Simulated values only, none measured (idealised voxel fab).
This is a process module. Its name is voxel self aligned vias.
Square cells of 5 nm make up the cross-section cut, whose width is 255 nm.
For the purposes of this document, a cross-section shall be understood as a grid of square cells, specified as bands listed in top-to-bottom order, each band consisting of one or more rows of cells.
Heads up on the band format: heights come first, top then bottom, in nm. After that it's the materials left to right, each with its width in nm. A single material flagged "everywhere" fills the whole band edge to edge, and "empty" means there's empty space there.
Note: height 0 marks the level under which the wafer is uniformly one material as received. Lowest band unbounded below, written "from 0 down".
A width given as "30 to 40" starts at the first number in the band's top row and ends at the second number in its bottom row, shifting by an equal amount at every step from row to row.
Step note "no alterations made" = no cross-section cell changed.
Closed-off voids of 8+ cells (no open route to the top) go in "Enclosed void inventory", written width x height at distance from the left edge, in nm.
On a step's line, text after the settings is the simulator commenting on that step.
Steps that use a mask can have "overlay nm" on their line. It says how far the mask sat to the right of where it was meant to be. Negative means to the left.

### These are the steps we planned for the process
1: RECEIVE,material Si
2: CONFORMAL_DEP,material SiO2,thk nm 15
3: CONFORMAL_DEP,material SiCN,thk nm 5
4: DIRECTIONAL_DEP,material SiO2,thk nm 25
5: PATTERN,tone open,mask id LINES,material resist,width nm 30,pitch nm 70,thk nm 20,overlay nm 0
6: DIRECTIONAL_ETCH,etch materials SiO2,depth nm 25
7: STRIP,etch materials resist
8: CONFORMAL_DEP,material TiN,thk nm 5
9: FILL_DEP,material W,thk nm 5
10: CMP,height nm 45
11: SELECTIVE_ETCH,etch materials W Ru TiN,depth nm 5
12: FILL_DEP,material SiN,thk nm 5
13: CMP,height nm 45
14: DIRECTIONAL_DEP,material SiO2,thk nm 20
15: PATTERN,tone open,mask id VIAS,material resist,width nm 40,pitch nm 70,thk nm 20,overlay nm 0
16: DIRECTIONAL_ETCH,etch materials SiO2,depth nm 20
17: DIRECTIONAL_ETCH,etch materials SiN,depth nm 5
18: STRIP,etch materials resist
19: CONFORMAL_DEP,material TiN,thk nm 5
20: FILL_DEP,material W,thk nm 5
21: CMP,height nm 65
22: CONFORMAL_DEP,material SiN,thk nm 5

### Cross-section of the wafer at receipt, which is the condition after step 1
- from 0 down | Si everywhere
- Enclosed void inventory: none

### Cross-sectional image of the first of two wafers at the end of the module, the run having proceeded as planned
- from 70 to 65 | SiN everywhere
- from 65 to 50 | SiO2 70 | TiN 5 | W 30 | TiN 5 | SiO2 30 | TiN 5 | W 30 | TiN 5 | SiO2 75
- from 50 to 45 | SiO2 70 | TiN 10 | W 20 | TiN 10 | SiO2 30 | TiN 10 | W 20 | TiN 10 | SiO2 75
- from 45 to 40 | SiO2 75 | TiN 30 | SiO2 40 | TiN 30 | SiO2 80
- from 40 to 25 | SiO2 75 | TiN 5 | W 20 | TiN 5 | SiO2 40 | TiN 5 | W 20 | TiN 5 | SiO2 80
- from 25 to 20 | SiO2 75 | TiN 30 | SiO2 40 | TiN 30 | SiO2 80
- from 20 to 15 | SiCN everywhere
- from 15 to 0 | SiO2 everywhere
- from 0 down | Si everywhere
- Enclosed void inventory: none

### Here is the second of the two wafers cut open at the end of the module - same start, same plan as the first one, but we made one mistake running it
- from 70 to 65 | SiN everywhere
- from 65 to 45 | SiO2 70 | TiN 5 | W 30 | TiN 5 | SiO2 30 | TiN 5 | W 30 | TiN 5 | SiO2 75
- from 45 to 40 | SiO2 70 | TiN 40 | SiO2 30 | TiN 40 | SiO2 75
- from 40 to 25 | SiO2 70 | TiN 10 | W 20 | TiN 10 | SiO2 30 | TiN 10 | W 20 | TiN 10 | SiO2 75
- from 25 to 20 | SiO2 75 | TiN 30 | SiO2 40 | TiN 30 | SiO2 80
- from 20 to 15 | SiCN everywhere
- from 15 to 0 | SiO2 everywhere
- from 0 down | Si everywhere
- Enclosed void inventory: none
Nonconformance to the process plan: step 16 in the plan was executed twice
Final tally in cells, some materials are higher or lower on the second wafer than on the first: -16 SiO2; +12 TiN; +4 W
